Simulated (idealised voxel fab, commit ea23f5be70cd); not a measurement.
process module | voxel wiring stack
cross-section cut | 230 nm wide | cells 5 nm
A cross-section is a grid of square cells, given in bands from the top down. A band is one or more rows of cells.
Each band's line starts with the height of the band's top and of its bottom, in nm. Then come its materials from left to right, each with its width in nm. One material with "throughout" fills the band from edge to edge. "air" is empty space.
Height 0 is the level under which the wafer as received is all one material. The lowest band goes on downwards, as in "0 down".
A width such as "30 to 40" changes by the same amount from each row of cells to the next, from the band's top row to its bottom row.
"no change" after a step means that no cell of the cross-section changed.
closed voids: empty space of 8 cells or more with no open way to the top, each as width x height at its distance from the left edge, in nm
after a step's settings: what the simulator itself notes on the step
overlay nm, on a step with a mask: how far to the right of its planned place the mask lay; to the left if negative
Each pair below shows a cross-section before one step and the cross-section after it, down to the lowest band that changed. The line under each pair gives the step between them, with its settings. The pairs can come from different runs of this module on the same starting wafer, so a pair continues from the pair above only where its "before" says so.
before
  160 to 145: aC throughout
  145 to 120: lowk throughout
  120 to 115: SiCN throughout
  115 to 100: SiO2 60 | TiN 5 | Cu 15 | TiN 5 | SiO2 15 | TiN 5 | Cu 15 | TiN 5 | SiO2 15 | TiN 5 | Cu 15 | TiN 5 | SiO2 65
  100 to 95: SiO2 60 | TiN 5 | Cu 5 | TiN 15 | SiO2 15 | TiN 5 | Cu 5 | TiN 15 | SiO2 15 | TiN 5 | Cu 5 | TiN 15 | SiO2 65
  95 to 80: SiO2 60 | TiN 5 | Cu 5 | TiN 5 | SiO2 25 | TiN 5 | Cu 5 | TiN 5 | SiO2 25 | TiN 5 | Cu 5 | TiN 5 | SiO2 75
  80 to 70: SiCN 60 to 75 | TiN 15 to 10 | SiCN 25 to 15 | TiN 15 to 25 | SiCN 25 to 30 | TiN 15 to 10 | SiCN 75 to 65
  70 to 55: lowk 60 | Ru 15 | lowk 65 | Ru 15 | lowk 75
  55 to 50: SiCN 60 | TiN 15 | SiCN 65 | TiN 15 | SiCN 75
  50 to 40: SiO2 throughout
  40 to 35: SiO2 55 | SiN 35 | SiO2 5 | SiN 35 | SiO2 5 | SiN 35 | SiO2 60
  35 to 15: SiO2 55 | SiN 5 | W 25 | SiN 5 | SiO2 5 | SiN 5 | W 25 | SiN 5 | SiO2 5 | SiN 5 | W 25 | SiN 5 | SiO2 60
  15 to 10: SiN 60 | TiN 25 | SiN 15 | TiN 25 | SiN 15 | TiN 25 | SiN 65
  10 to 0: SiO2 throughout
  0 down: Si throughout
  closed voids: none
after
  195 to 160: resist 60 | air 15 | resist 25 | air 15 | resist 25 | air 15 | resist 75
  below 160: unchanged
  closed voids: none
the step between: op PATTERN | tone open | mask id METAL_4_HOLES | material resist | width nm 15 | pitch nm 40 | thk nm 35 | overlay nm 0
before: the cross-section after the pair above
after
  180 to 160: resist 60 | air 15 | resist 25 | air 15 | resist 25 | air 15 | resist 75
  160 to 145: aC 60 | air 15 | aC 25 | air 15 | aC 25 | air 15 | aC 75
  below 145: unchanged
  closed voids: none
the step between: op DIRECTIONAL_ETCH | etch materials aC | depth nm 15
before: the cross-section after the pair above
after
  160 to 145: aC 60 | air 15 | aC 25 | air 15 | aC 25 | air 15 | aC 75
  below 145: unchanged
  closed voids: none
the step between: op STRIP | etch materials resist
before: the cross-section after the pair above
after
  160 to 145: aC 60 | air 15 | aC 25 | air 15 | aC 25 | air 15 | aC 75
  145 to 120: lowk 60 | air 15 | lowk 25 | air 15 | lowk 25 | air 15 | lowk 75
  below 120: unchanged
  closed voids: none
the step between: op DIRECTIONAL_ETCH | etch materials lowk | depth nm 25
before: the cross-section after the pair above
after
  145 to 120: lowk 60 | air 15 | lowk 25 | air 15 | lowk 25 | air 15 | lowk 75
  below 120: unchanged
  closed voids: none
the step between: op STRIP | etch materials aC
before: the cross-section after the pair above
after
  145 to 130: lowk 60 | air 25 | lowk 15 | air 25 | lowk 15 | air 25 | lowk 65
  below 130: unchanged
  closed voids: none
the step between: op MASKED_ETCH | tone open | mask id METAL_4 | width nm 25 | pitch nm 40 | etch materials lowk | depth nm 15 | overlay nm 0
before: the cross-section after the pair above
after
  145 to 130: lowk 60 | air 25 | lowk 15 | air 25 | lowk 15 | air 25 | lowk 65
  130 to 120: lowk 60 | air 15 | lowk 25 | air 15 | lowk 25 | air 15 | lowk 75
  120 to 115: SiCN 60 | air 15 | SiCN 25 | air 15 | SiCN 25 | air 15 | SiCN 75
  below 115: unchanged
  closed voids: none
the step between: op MASKED_ETCH | tone open | mask id METAL_4 | width nm 25 | pitch nm 40 | etch materials SiCN | depth nm 5 | overlay nm 0
before: the cross-section after the pair above
after
  150 to 145: TiN 65 | air 15 | TiN 25 | air 15 | TiN 25 | air 15 | TiN 70
  145 to 135: lowk 60 | TiN 5 | air 15 | TiN 5 | lowk 15 | TiN 5 | air 15 | TiN 5 | lowk 15 | TiN 5 | air 15 | TiN 5 | lowk 65
  135 to 130: lowk 60 | TiN 5 | air 5 | TiN 15 | lowk 15 | TiN 5 | air 5 | TiN 15 | lowk 15 | TiN 5 | air 5 | TiN 15 | lowk 65
  130 to 120: lowk 60 | TiN 5 | air 5 | TiN 5 | lowk 25 | TiN 5 | air 5 | TiN 5 | lowk 25 | TiN 5 | air 5 | TiN 5 | lowk 75
  120 to 115: SiCN 60 | TiN 15 | SiCN 25 | TiN 15 | SiCN 25 | TiN 15 | SiCN 75
  below 115: unchanged
  closed voids: none
the step between: op CONFORMAL_DEP | material TiN | thk nm 5
before: the cross-section after the pair above
after
  160 to 150: Ru throughout
  150 to 145: TiN 65 | Ru 15 | TiN 25 | Ru 15 | TiN 25 | Ru 15 | TiN 70
  145 to 135: lowk 60 | TiN 5 | Ru 15 | TiN 5 | lowk 15 | TiN 5 | Ru 15 | TiN 5 | lowk 15 | TiN 5 | Ru 15 | TiN 5 | lowk 65
  135 to 130: lowk 60 | TiN 5 | Ru 5 | TiN 15 | lowk 15 | TiN 5 | Ru 5 | TiN 15 | lowk 15 | TiN 5 | Ru 5 | TiN 15 | lowk 65
  130 to 120: lowk 60 | TiN 5 | Ru 5 | TiN 5 | lowk 25 | TiN 5 | Ru 5 | TiN 5 | lowk 25 | TiN 5 | Ru 5 | TiN 5 | lowk 75
  below 120: unchanged
  closed voids: none
the step between: op FILL_DEP | material Ru | thk nm 10
before: the cross-section after the pair above
after
  145 to 135: lowk 60 | TiN 5 | Ru 15 | TiN 5 | lowk 15 | TiN 5 | Ru 15 | TiN 5 | lowk 15 | TiN 5 | Ru 15 | TiN 5 | lowk 65
  below 135: unchanged
  closed voids: none
the step between: op CMP | height nm 145
before: the cross-section after the pair above
after
  150 to 145: SiCN throughout
  below 145: unchanged
  closed voids: none
the step between: op CONFORMAL_DEP | material SiCN | thk nm 5
before
  115 to 80: SiO2 throughout
  80 to 75: SiCN throughout
  75 to 60: lowk 55 | SiCN 5 | Ru 25 | SiCN 5 | lowk 5 | SiCN 5 | Ru 25 | SiCN 5 | lowk 5 | SiCN 5 | Ru 25 | SiCN 5 | lowk 60
  60 to 55: SiCN 60 | TiN 25 | SiCN 15 | TiN 25 | SiCN 15 | TiN 25 | SiCN 65
  55 to 40: lowk 60 | Ru 15 | lowk 65 | Ru 15 | lowk 75
  40 to 35: SiCN 60 | Ru 15 | SiCN 65 | Ru 15 | SiCN 75
  35 to 15: SiO2 55 | SiN 5 | W 25 | SiN 5 | SiO2 5 | SiN 5 | W 25 | SiN 5 | SiO2 5 | SiN 5 | W 25 | SiN 5 | SiO2 60
  15 to 10: SiN 60 | TiN 25 | SiN 15 | TiN 25 | SiN 15 | TiN 25 | SiN 65
  10 to 0: SiO2 throughout
  0 down: Si throughout
  closed voids: none
after
  150 to 80: SiO2 throughout
  below 80: unchanged
  closed voids: none
the step between: op DIRECTIONAL_DEP | material SiO2 | thk nm 35
before: the cross-section after the pair above
after
  150 to 115: SiO2 60 | air 15 | SiO2 25 | air 15 | SiO2 25 | air 15 | SiO2 75
  below 115: unchanged
  closed voids: none
the step between: op MASKED_ETCH | tone open | mask id METAL_3_HOLES | width nm 15 | pitch nm 40 | etch materials SiO2 | depth nm 35 | overlay nm 0
before: the cross-section after the pair above
after
  165 to 150: aC 60 | air 15 | aC 25 | air 15 | aC 25 | air 15 | aC 75
  150 to 130: SiO2 60 | air 15 | SiO2 25 | air 15 | SiO2 25 | air 15 | SiO2 75
  130 to 115: SiO2 60 | aC 15 | SiO2 25 | aC 15 | SiO2 25 | aC 15 | SiO2 75
  below 115: unchanged
  closed voids: none
the step between: op DIRECTIONAL_DEP | material aC | thk nm 15
before: the cross-section after the pair above
after
  195 to 165: resist 60 | air 25 | resist 15 | air 25 | resist 15 | air 25 | resist 65
  below 165: unchanged
  closed voids: none
the step between: op PATTERN | tone open | mask id METAL_3 | material resist | width nm 25 | pitch nm 40 | thk nm 30 | overlay nm 0
before: the cross-section after the pair above
after
  180 to 165: resist 60 | air 25 | resist 15 | air 25 | resist 15 | air 25 | resist 65
  165 to 150: aC 60 | air 25 | aC 15 | air 25 | aC 15 | air 25 | aC 65
  150 to 115: SiO2 60 | air 15 | SiO2 25 | air 15 | SiO2 25 | air 15 | SiO2 75
  below 115: unchanged
  closed voids: none
the step between: op DIRECTIONAL_ETCH | etch materials aC | depth nm 15
before: the cross-section after the pair above
after
  165 to 150: aC 60 | air 25 | aC 15 | air 25 | aC 15 | air 25 | aC 65
  below 150: unchanged
  closed voids: none
the step between: op STRIP | etch materials resist
before: the cross-section after the pair above
after
  165 to 150: aC 60 | air 25 | aC 15 | air 25 | aC 15 | air 25 | aC 65
  150 to 130: SiO2 60 | air 25 | SiO2 15 | air 25 | SiO2 15 | air 25 | SiO2 65
  130 to 95: SiO2 60 | air 15 | SiO2 25 | air 15 | SiO2 25 | air 15 | SiO2 75
  below 95: unchanged
  closed voids: none
the step between: op DIRECTIONAL_ETCH | etch materials SiO2 | depth nm 20
before: the cross-section after the pair above
after
  150 to 130: SiO2 60 | air 25 | SiO2 15 | air 25 | SiO2 15 | air 25 | SiO2 65
  below 130: unchanged
  closed voids: none
the step between: op STRIP | etch materials aC
before: the cross-section after the pair above
after
  155 to 150: TiN 65 | air 15 | TiN 25 | air 15 | TiN 25 | air 15 | TiN 70
  150 to 135: SiO2 60 | TiN 5 | air 15 | TiN 5 | SiO2 15 | TiN 5 | air 15 | TiN 5 | SiO2 15 | TiN 5 | air 15 | TiN 5 | SiO2 65
  135 to 130: SiO2 60 | TiN 5 | air 5 | TiN 15 | SiO2 15 | TiN 5 | air 5 | TiN 15 | SiO2 15 | TiN 5 | air 5 | TiN 15 | SiO2 65
  130 to 100: SiO2 60 | TiN 5 | air 5 | TiN 5 | SiO2 25 | TiN 5 | air 5 | TiN 5 | SiO2 25 | TiN 5 | air 5 | TiN 5 | SiO2 75
  100 to 95: SiO2 60 | TiN 15 | SiO2 25 | TiN 15 | SiO2 25 | TiN 15 | SiO2 75
  below 95: unchanged
  closed voids: none
the step between: op CONFORMAL_DEP | material TiN | thk nm 5
before: the cross-section after the pair above
after
  165 to 155: Cu throughout
  155 to 150: TiN 65 | Cu 15 | TiN 25 | Cu 15 | TiN 25 | Cu 15 | TiN 70
  150 to 135: SiO2 60 | TiN 5 | Cu 15 | TiN 5 | SiO2 15 | TiN 5 | Cu 15 | TiN 5 | SiO2 15 | TiN 5 | Cu 15 | TiN 5 | SiO2 65
  135 to 130: SiO2 60 | TiN 5 | Cu 5 | TiN 15 | SiO2 15 | TiN 5 | Cu 5 | TiN 15 | SiO2 15 | TiN 5 | Cu 5 | TiN 15 | SiO2 65
  130 to 100: SiO2 60 | TiN 5 | Cu 5 | TiN 5 | SiO2 25 | TiN 5 | Cu 5 | TiN 5 | SiO2 25 | TiN 5 | Cu 5 | TiN 5 | SiO2 75
  below 100: unchanged
  closed voids: none
the step between: op FILL_DEP | material Cu | thk nm 10
before: the cross-section after the pair above
after
  115 to 100: SiO2 60 | TiN 5 | Cu 5 | TiN 5 | SiO2 25 | TiN 5 | Cu 5 | TiN 5 | SiO2 25 | TiN 5 | Cu 5 | TiN 5 | SiO2 75
  below 100: unchanged
  closed voids: none
the step between: op CMP | height nm 115
before: the cross-section after the pair above
after
  120 to 115: SiCN throughout
  below 115: unchanged
  closed voids: none
the step between: op CONFORMAL_DEP | material SiCN | thk nm 5
before: the cross-section after the pair above
after
  145 to 120: lowk throughout
  below 120: unchanged
  closed voids: none
the step between: op DIRECTIONAL_DEP | material lowk | thk nm 25
before: the cross-section after the pair above
after
  160 to 145: aC throughout
  below 145: unchanged
  closed voids: none
the step between: op DIRECTIONAL_DEP | material aC | thk nm 15
before: the cross-section after the pair above
after
  195 to 160: resist 60 | air 15 | resist 25 | air 15 | resist 25 | air 15 | resist 75
  below 160: unchanged
  closed voids: none
the step between: op PATTERN | tone open | mask id METAL_4_HOLES | material resist | width nm 15 | pitch nm 40 | thk nm 35 | overlay nm 0
before: the cross-section after the pair above
after
  180 to 160: resist 60 | air 15 | resist 25 | air 15 | resist 25 | air 15 | resist 75
  160 to 145: aC 60 | air 15 | aC 25 | air 15 | aC 25 | air 15 | aC 75
  below 145: unchanged
  closed voids: none
the step between: op DIRECTIONAL_ETCH | etch materials aC | depth nm 15
before: the cross-section after the pair above
after
  160 to 145: aC 60 | air 15 | aC 25 | air 15 | aC 25 | air 15 | aC 75
  below 145: unchanged
  closed voids: none
the step between: op STRIP | etch materials resist
before: the cross-section after the pair above
after
  160 to 145: aC 60 | air 15 | aC 25 | air 15 | aC 25 | air 15 | aC 75
  145 to 120: lowk 60 | air 15 | lowk 25 | air 15 | lowk 25 | air 15 | lowk 75
  below 120: unchanged
  closed voids: none
the step between: op DIRECTIONAL_ETCH | etch materials lowk | depth nm 25
before: the cross-section after the pair above
after
  145 to 120: lowk 60 | air 15 | lowk 25 | air 15 | lowk 25 | air 15 | lowk 75
  below 120: unchanged
  closed voids: none
the step between: op STRIP | etch materials aC
before: the cross-section after the pair above
after
  145 to 130: lowk 60 | air 25 | lowk 15 | air 25 | lowk 15 | air 25 | lowk 65
  below 130: unchanged
  closed voids: none
the step between: op MASKED_ETCH | tone open | mask id METAL_4 | width nm 25 | pitch nm 40 | etch materials lowk | depth nm 15 | overlay nm 0
before: the cross-section after the pair above
after
  145 to 130: lowk 60 | air 25 | lowk 15 | air 25 | lowk 15 | air 25 | lowk 65
  130 to 120: lowk 60 | air 15 | lowk 25 | air 15 | lowk 25 | air 15 | lowk 75
  120 to 115: SiCN 60 | air 15 | SiCN 25 | air 15 | SiCN 25 | air 15 | SiCN 75
  below 115: unchanged
  closed voids: none
the step between: op MASKED_ETCH | tone open | mask id METAL_4 | width nm 25 | pitch nm 40 | etch materials SiCN | depth nm 5 | overlay nm 0
before: the cross-section after the pair above
after
  150 to 145: TiN 65 | air 15 | TiN 25 | air 15 | TiN 25 | air 15 | TiN 70
  145 to 135: lowk 60 | TiN 5 | air 15 | TiN 5 | lowk 15 | TiN 5 | air 15 | TiN 5 | lowk 15 | TiN 5 | air 15 | TiN 5 | lowk 65
  135 to 130: lowk 60 | TiN 5 | air 5 | TiN 15 | lowk 15 | TiN 5 | air 5 | TiN 15 | lowk 15 | TiN 5 | air 5 | TiN 15 | lowk 65
  130 to 120: lowk 60 | TiN 5 | air 5 | TiN 5 | lowk 25 | TiN 5 | air 5 | TiN 5 | lowk 25 | TiN 5 | air 5 | TiN 5 | lowk 75
  120 to 115: SiCN 60 | TiN 15 | SiCN 25 | TiN 15 | SiCN 25 | TiN 15 | SiCN 75
  below 115: unchanged
  closed voids: none
the step between: op CONFORMAL_DEP | material TiN | thk nm 5
before: the cross-section after the pair above
after
  160 to 150: Ru throughout
  150 to 145: TiN 65 | Ru 15 | TiN 25 | Ru 15 | TiN 25 | Ru 15 | TiN 70
  145 to 135: lowk 60 | TiN 5 | Ru 15 | TiN 5 | lowk 15 | TiN 5 | Ru 15 | TiN 5 | lowk 15 | TiN 5 | Ru 15 | TiN 5 | lowk 65
  135 to 130: lowk 60 | TiN 5 | Ru 5 | TiN 15 | lowk 15 | TiN 5 | Ru 5 | TiN 15 | lowk 15 | TiN 5 | Ru 5 | TiN 15 | lowk 65
  130 to 120: lowk 60 | TiN 5 | Ru 5 | TiN 5 | lowk 25 | TiN 5 | Ru 5 | TiN 5 | lowk 25 | TiN 5 | Ru 5 | TiN 5 | lowk 75
  below 120: unchanged
  closed voids: none
the step between: op FILL_DEP | material Ru | thk nm 10
before: the cross-section after the pair above
after
  145 to 135: lowk 60 | TiN 5 | Ru 15 | TiN 5 | lowk 15 | TiN 5 | Ru 15 | TiN 5 | lowk 15 | TiN 5 | Ru 15 | TiN 5 | lowk 65
  below 135: unchanged
  closed voids: none
the step between: op CMP | height nm 145
before: the cross-section after the pair above
after
  150 to 145: SiCN throughout
  below 145: unchanged
  closed voids: none
the step between: op CONFORMAL_DEP | material SiCN | thk nm 5
before
  0 down: Si throughout
  closed voids: none
after
  5 to 0: TiN throughout
  below 0: unchanged
  closed voids: none
the step between: op DIRECTIONAL_DEP | material TiN | thk nm 5
before: the cross-section after the pair above
after
  15 to 5: SiO2 throughout
  below 5: unchanged
  closed voids: none
the step between: op CONFORMAL_DEP | material SiO2 | thk nm 10
before: the cross-section after the pair above
after
  35 to 15: W throughout
  below 15: unchanged
  closed voids: none
the step between: op DIRECTIONAL_DEP | material W | thk nm 20
before: the cross-section after the pair above
after
  55 to 35: air 60 | resist 25 | air 15 | resist 25 | air 15 | resist 25 | air 65
  below 35: unchanged
  closed voids: none
the step between: op PATTERN | tone cover | mask id METAL_1 | material resist | width nm 25 | pitch nm 40 | thk nm 20 | overlay nm 0
before: the cross-section after the pair above
after
  55 to 35: air 60 | resist 25 | air 15 | resist 25 | air 15 | resist 25 | air 65
  35 to 15: air 60 | W 25 | air 15 | W 25 | air 15 | W 25 | air 65
  below 15: unchanged
  closed voids: none
the step between: op DIRECTIONAL_ETCH | etch materials W | depth nm 20
before: the cross-section after the pair above
after
  35 to 15: air 60 | W 25 | air 15 | W 25 | air 15 | W 25 | air 65
  below 15: unchanged
  closed voids: none
the step between: op STRIP | etch materials resist
before: the cross-section after the pair above
after
  40 to 35: air 55 | SiN 35 | air 5 | SiN 35 | air 5 | SiN 35 | air 60
  35 to 20: air 55 | SiN 5 | W 25 | SiN 5 | air 5 | SiN 5 | W 25 | SiN 5 | air 5 | SiN 5 | W 25 | SiN 5 | air 60
  20 to 15: SiN 60 | W 25 | SiN 15 | W 25 | SiN 15 | W 25 | SiN 65
  below 15: unchanged
  closed voids: none
the step between: op CONFORMAL_DEP | material SiN | thk nm 5
before: the cross-section after the pair above
after
  50 to 40: SiO2 throughout
  40 to 35: SiO2 55 | SiN 35 | SiO2 5 | SiN 35 | SiO2 5 | SiN 35 | SiO2 60
  35 to 20: SiO2 55 | SiN 5 | W 25 | SiN 5 | SiO2 5 | SiN 5 | W 25 | SiN 5 | SiO2 5 | SiN 5 | W 25 | SiN 5 | SiO2 60
  below 20: unchanged
  closed voids: none
the step between: op FILL_DEP | material SiO2 | thk nm 10
before: the cross-section after the pair above
after
  35 to 20: SiO2 55 | SiN 5 | W 25 | SiN 5 | SiO2 5 | SiN 5 | W 25 | SiN 5 | SiO2 5 | SiN 5 | W 25 | SiN 5 | SiO2 60
  below 20: unchanged
  closed voids: none
the step between: op CMP | height nm 35
before: the cross-section after the pair above
after
  40 to 35: SiCN throughout
  below 35: unchanged
  closed voids: none
the step between: op CONFORMAL_DEP | material SiCN | thk nm 5
before: the cross-section after the pair above
after
  55 to 40: lowk throughout
  below 40: unchanged
  closed voids: none
the step between: op DIRECTIONAL_DEP | material lowk | thk nm 15
before: the cross-section after the pair above
after
  55 to 40: lowk 60 | air 15 | lowk 65 | air 15 | lowk 75
  below 40: unchanged
  closed voids: none
the step between: op MASKED_ETCH | tone open | mask id PLUG_1 | width nm 15 | pitch nm 80 | etch materials lowk | depth nm 15 | overlay nm 0
before: the cross-section after the pair above
after
  55 to 40: lowk 60 | air 15 | lowk 65 | air 15 | lowk 75
  40 to 35: SiCN 60 | air 15 | SiCN 65 | air 15 | SiCN 75
  below 35: unchanged
  closed voids: none
the step between: op MASKED_ETCH | tone open | mask id PLUG_1 | width nm 15 | pitch nm 80 | etch materials SiCN | depth nm 5 | overlay nm 0
before: the cross-section after the pair above
after
  55 to 45: lowk 60 | air 15 | lowk 65 | air 15 | lowk 75
  45 to 40: lowk 60 | Ru 15 | lowk 65 | Ru 15 | lowk 75
  40 to 35: SiCN 60 | Ru 15 | SiCN 65 | Ru 15 | SiCN 75
  below 35: unchanged
  closed voids: none
the step between: op EPI | material Ru | thk nm 10
before: the cross-section after the pair above
after
  55 to 40: lowk 60 | Ru 15 | lowk 65 | Ru 15 | lowk 75
  below 40: unchanged
  closed voids: none
the step between: op EPI | material Ru | thk nm 10
before: the cross-section after the pair above
after
  60 to 55: TiN throughout
  below 55: unchanged
  closed voids: none
the step between: op DIRECTIONAL_DEP | material TiN | thk nm 5
before: the cross-section after the pair above
after
  75 to 60: Ru throughout
  below 60: unchanged
  closed voids: none
the step between: op DIRECTIONAL_DEP | material Ru | thk nm 15
before: the cross-section after the pair above
after
  85 to 75: aC throughout
  below 75: unchanged
  closed voids: none
the step between: op DIRECTIONAL_DEP | material aC | thk nm 10
before: the cross-section after the pair above
after
  115 to 85: air 60 | resist 25 | air 15 | resist 25 | air 15 | resist 25 | air 65
  below 85: unchanged
  closed voids: none
the step between: op PATTERN | tone cover | mask id METAL_2 | material resist | width nm 25 | pitch nm 40 | thk nm 30 | overlay nm 0
before: the cross-section after the pair above
after
  105 to 85: air 60 | resist 25 | air 15 | resist 25 | air 15 | resist 25 | air 65
  85 to 75: air 60 | aC 25 | air 15 | aC 25 | air 15 | aC 25 | air 65
  below 75: unchanged
  closed voids: none
the step between: op DIRECTIONAL_ETCH | etch materials aC | depth nm 10
before: the cross-section after the pair above
after
  85 to 75: air 60 | aC 25 | air 15 | aC 25 | air 15 | aC 25 | air 65
  below 75: unchanged
  closed voids: none
the step between: op STRIP | etch materials resist
before: the cross-section after the pair above
after
  85 to 75: air 60 | aC 25 | air 15 | aC 25 | air 15 | aC 25 | air 65
  75 to 60: air 60 | Ru 25 | air 15 | Ru 25 | air 15 | Ru 25 | air 65
  below 60: unchanged
  closed voids: none
the step between: op DIRECTIONAL_ETCH | etch materials Ru | depth nm 15
before: the cross-section after the pair above
after
  85 to 75: air 60 | aC 25 | air 15 | aC 25 | air 15 | aC 25 | air 65
  75 to 60: air 60 | Ru 25 | air 15 | Ru 25 | air 15 | Ru 25 | air 65
  60 to 55: air 60 | TiN 25 | air 15 | TiN 25 | air 15 | TiN 25 | air 65
  below 55: unchanged
  closed voids: none
the step between: op DIRECTIONAL_ETCH | etch materials TiN | depth nm 5
before: the cross-section after the pair above
after
  75 to 60: air 60 | Ru 25 | air 15 | Ru 25 | air 15 | Ru 25 | air 65
  below 60: unchanged
  closed voids: none
the step between: op STRIP | etch materials aC
before: the cross-section after the pair above
after
  80 to 75: air 55 | SiCN 35 | air 5 | SiCN 35 | air 5 | SiCN 35 | air 60
  75 to 60: air 55 | SiCN 5 | Ru 25 | SiCN 5 | air 5 | SiCN 5 | Ru 25 | SiCN 5 | air 5 | SiCN 5 | Ru 25 | SiCN 5 | air 60
  60 to 55: SiCN 60 | TiN 25 | SiCN 15 | TiN 25 | SiCN 15 | TiN 25 | SiCN 65
  below 55: unchanged
  closed voids: none
the step between: op CONFORMAL_DEP | material SiCN | thk nm 5
before: the cross-section after the pair above
after
  85 to 80: lowk throughout
  80 to 75: lowk 55 | SiCN 35 | lowk 5 | SiCN 35 | lowk 5 | SiCN 35 | lowk 60
  75 to 60: lowk 55 | SiCN 5 | Ru 25 | SiCN 5 | lowk 5 | SiCN 5 | Ru 25 | SiCN 5 | lowk 5 | SiCN 5 | Ru 25 | SiCN 5 | lowk 60
  below 60: unchanged
  closed voids: none
the step between: op FILL_DEP | material lowk | thk nm 5
before: the cross-section after the pair above
after
  75 to 60: lowk 55 | SiCN 5 | Ru 25 | SiCN 5 | lowk 5 | SiCN 5 | Ru 25 | SiCN 5 | lowk 5 | SiCN 5 | Ru 25 | SiCN 5 | lowk 60
  below 60: unchanged
  closed voids: none
the step between: op CMP | height nm 75
before: the cross-section after the pair above
after
  80 to 75: SiCN throughout
  below 75: unchanged
  closed voids: none
the step between: op CONFORMAL_DEP | material SiCN | thk nm 5
before: the cross-section after the pair above
after
  115 to 80: SiO2 throughout
  below 80: unchanged
  closed voids: none
the step between: op DIRECTIONAL_DEP | material SiO2 | thk nm 35
before: the cross-section after the pair above
after
  115 to 80: SiO2 60 | air 15 | SiO2 25 | air 15 | SiO2 25 | air 15 | SiO2 75
  below 80: unchanged
  closed voids: none
the step between: op MASKED_ETCH | tone open | mask id METAL_3_HOLES | width nm 15 | pitch nm 40 | etch materials SiO2 | depth nm 35 | overlay nm 0
before: the cross-section after the pair above
after
  130 to 115: aC 60 | air 15 | aC 25 | air 15 | aC 25 | air 15 | aC 75
  115 to 95: SiO2 60 | air 15 | SiO2 25 | air 15 | SiO2 25 | air 15 | SiO2 75
  95 to 80: SiO2 60 | aC 15 | SiO2 25 | aC 15 | SiO2 25 | aC 15 | SiO2 75
  below 80: unchanged
  closed voids: none
the step between: op DIRECTIONAL_DEP | material aC | thk nm 15
before: the cross-section after the pair above
after
  160 to 130: resist 60 | air 25 | resist 15 | air 25 | resist 15 | air 25 | resist 65
  below 130: unchanged
  closed voids: none
the step between: op PATTERN | tone open | mask id METAL_3 | material resist | width nm 25 | pitch nm 40 | thk nm 30 | overlay nm 0
before: the cross-section after the pair above
after
  145 to 130: resist 60 | air 25 | resist 15 | air 25 | resist 15 | air 25 | resist 65
  130 to 115: aC 60 | air 25 | aC 15 | air 25 | aC 15 | air 25 | aC 65
  115 to 80: SiO2 60 | air 15 | SiO2 25 | air 15 | SiO2 25 | air 15 | SiO2 75
  below 80: unchanged
  closed voids: none
the step between: op DIRECTIONAL_ETCH | etch materials aC | depth nm 15
before: the cross-section after the pair above
after
  130 to 115: aC 60 | air 25 | aC 15 | air 25 | aC 15 | air 25 | aC 65
  below 115: unchanged
  closed voids: none
the step between: op STRIP | etch materials resist
before: the cross-section after the pair above
after
  130 to 115: aC 60 | air 25 | aC 15 | air 25 | aC 15 | air 25 | aC 65
  115 to 95: SiO2 60 | air 25 | SiO2 15 | air 25 | SiO2 15 | air 25 | SiO2 65
  below 95: unchanged
  closed voids: none
the step between: op DIRECTIONAL_ETCH | etch materials SiO2 | depth nm 20
before: the cross-section after the pair above
after
  130 to 115: aC 60 | air 25 | aC 15 | air 25 | aC 15 | air 25 | aC 65
  115 to 95: SiO2 60 | air 25 | SiO2 15 | air 25 | SiO2 15 | air 25 | SiO2 65
  95 to 80: SiO2 60 | air 15 | SiO2 25 | air 15 | SiO2 25 | air 15 | SiO2 75
  80 to 75: SiCN 60 | air 15 | SiCN 25 | air 15 | SiCN 25 | air 15 | SiCN 75
  below 75: unchanged
  closed voids: none
the step between: op DIRECTIONAL_ETCH | etch materials SiCN | depth nm 5
before: the cross-section after the pair above
after
  115 to 95: SiO2 60 | air 25 | SiO2 15 | air 25 | SiO2 15 | air 25 | SiO2 65
  below 95: unchanged
  closed voids: none
the step between: op STRIP | etch materials aC
before: the cross-section after the pair above
after
  120 to 115: TiN 65 | air 15 | TiN 25 | air 15 | TiN 25 | air 15 | TiN 70
  115 to 100: SiO2 60 | TiN 5 | air 15 | TiN 5 | SiO2 15 | TiN 5 | air 15 | TiN 5 | SiO2 15 | TiN 5 | air 15 | TiN 5 | SiO2 65
  100 to 95: SiO2 60 | TiN 5 | air 5 | TiN 15 | SiO2 15 | TiN 5 | air 5 | TiN 15 | SiO2 15 | TiN 5 | air 5 | TiN 15 | SiO2 65
  95 to 80: SiO2 60 | TiN 5 | air 5 | TiN 5 | SiO2 25 | TiN 5 | air 5 | TiN 5 | SiO2 25 | TiN 5 | air 5 | TiN 5 | SiO2 75
  80 to 75: SiCN 60 | TiN 15 | SiCN 25 | TiN 15 | SiCN 25 | TiN 15 | SiCN 75
  below 75: unchanged
  closed voids: none
the step between: op CONFORMAL_DEP | material TiN | thk nm 5
before: the cross-section after the pair above
after
  130 to 120: Cu throughout
  120 to 115: TiN 65 | Cu 15 | TiN 25 | Cu 15 | TiN 25 | Cu 15 | TiN 70
  115 to 100: SiO2 60 | TiN 5 | Cu 15 | TiN 5 | SiO2 15 | TiN 5 | Cu 15 | TiN 5 | SiO2 15 | TiN 5 | Cu 15 | TiN 5 | SiO2 65
  100 to 95: SiO2 60 | TiN 5 | Cu 5 | TiN 15 | SiO2 15 | TiN 5 | Cu 5 | TiN 15 | SiO2 15 | TiN 5 | Cu 5 | TiN 15 | SiO2 65
  95 to 80: SiO2 60 | TiN 5 | Cu 5 | TiN 5 | SiO2 25 | TiN 5 | Cu 5 | TiN 5 | SiO2 25 | TiN 5 | Cu 5 | TiN 5 | SiO2 75
  below 80: unchanged
  closed voids: none
the step between: op FILL_DEP | material Cu | thk nm 10
before: the cross-section after the pair above
after
  115 to 100: SiO2 60 | TiN 5 | Cu 15 | TiN 5 | SiO2 15 | TiN 5 | Cu 15 | TiN 5 | SiO2 15 | TiN 5 | Cu 15 | TiN 5 | SiO2 65
  below 100: unchanged
  closed voids: none
the step between: op CMP | height nm 115
before: the cross-section after the pair above
after
  120 to 115: SiCN throughout
  below 115: unchanged
  closed voids: none
the step between: op CONFORMAL_DEP | material SiCN | thk nm 5
before: the cross-section after the pair above
after
  145 to 120: lowk throughout
  below 120: unchanged
  closed voids: none
the step between: op DIRECTIONAL_DEP | material lowk | thk nm 25
before: the cross-section after the pair above
after
  160 to 145: aC throughout
  below 145: unchanged
  closed voids: none
the step between: op DIRECTIONAL_DEP | material aC | thk nm 15
before: the cross-section after the pair above
after
  195 to 160: resist 60 | air 15 | resist 25 | air 15 | resist 25 | air 15 | resist 75
  below 160: unchanged
  closed voids: none
the step between: op PATTERN | tone open | mask id METAL_4_HOLES | material resist | width nm 15 | pitch nm 40 | thk nm 35 | overlay nm 0
before: the cross-section after the pair above
after
  180 to 160: resist 60 | air 15 | resist 25 | air 15 | resist 25 | air 15 | resist 75
  160 to 145: aC 60 | air 15 | aC 25 | air 15 | aC 25 | air 15 | aC 75
  below 145: unchanged
  closed voids: none
the step between: op DIRECTIONAL_ETCH | etch materials aC | depth nm 15
